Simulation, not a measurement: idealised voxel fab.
process module | voxel local oxidation
cross-section cut | 240 nm wide | cells 5 nm
A cross-section is a grid of square cells, given in bands from the top down. A band is one or more rows of cells.
Each band's line starts with the height of the band's top and of its bottom, in nm. Then come its materials from left to right, each with its width in nm. One material with "throughout" fills the band from edge to edge. "air" is empty space.
Height 0 is the level under which the wafer as received is all one material. The lowest band goes on downwards, as in "0 down".
A width such as "30 to 40" changes by the same amount from each row of cells to the next, from the band's top row to its bottom row.
"no change" after a step means that no cell of the cross-section changed.
closed voids: empty space of 8 cells or more with no open way to the top, each as width x height at its distance from the left edge, in nm
after a step's settings: what the simulator itself notes on the step
overlay nm, on a step with a mask: how far to the right of its planned place the mask lay; to the left if negative
plan
1 op RECEIVE | material Si
2 op CONFORMAL_DEP | material SiO2 | thk nm 5
3 op CONFORMAL_DEP | material SiN | thk nm 10
4 op DIRECTIONAL_DEP | material aC | thk nm 15
5 op PATTERN | tone cover | mask id ACTIVE | material resist | width nm 115 | thk nm 30 | overlay nm 0
6 op DIRECTIONAL_ETCH | etch materials aC | depth nm 15
7 op STRIP | etch materials resist
8 op DIRECTIONAL_ETCH | etch materials SiN | depth nm 10
9 op STRIP | etch materials aC
10 op SELECTIVE_ETCH | etch materials SiO2 | depth nm 5
11 op OXIDIZE | depth nm 10
12 op STRIP | etch materials SiN
as received, after step 1
  0 down: Si throughout
  closed voids: none
first wafer at the end, as planned
  5 to 0: air 65 | SiO2 105 | air 70
  0 to -10: SiO2 75 | Si 85 | SiO2 80
  -10 down: Si throughout
  closed voids: none
second wafer at the end: like start, like plan, one mistake
  15 to 10: air 65 | SiO2 105 | air 70
  10 to 0: SiO2 throughout
  0 down: Si throughout
  closed voids: none
what went wrong: step 2 ran as: op CONFORMAL_DEP | material SiO2 | thk nm 15
at the end the second wafer has, in cells: 62 more of Si | 34 more of SiO2
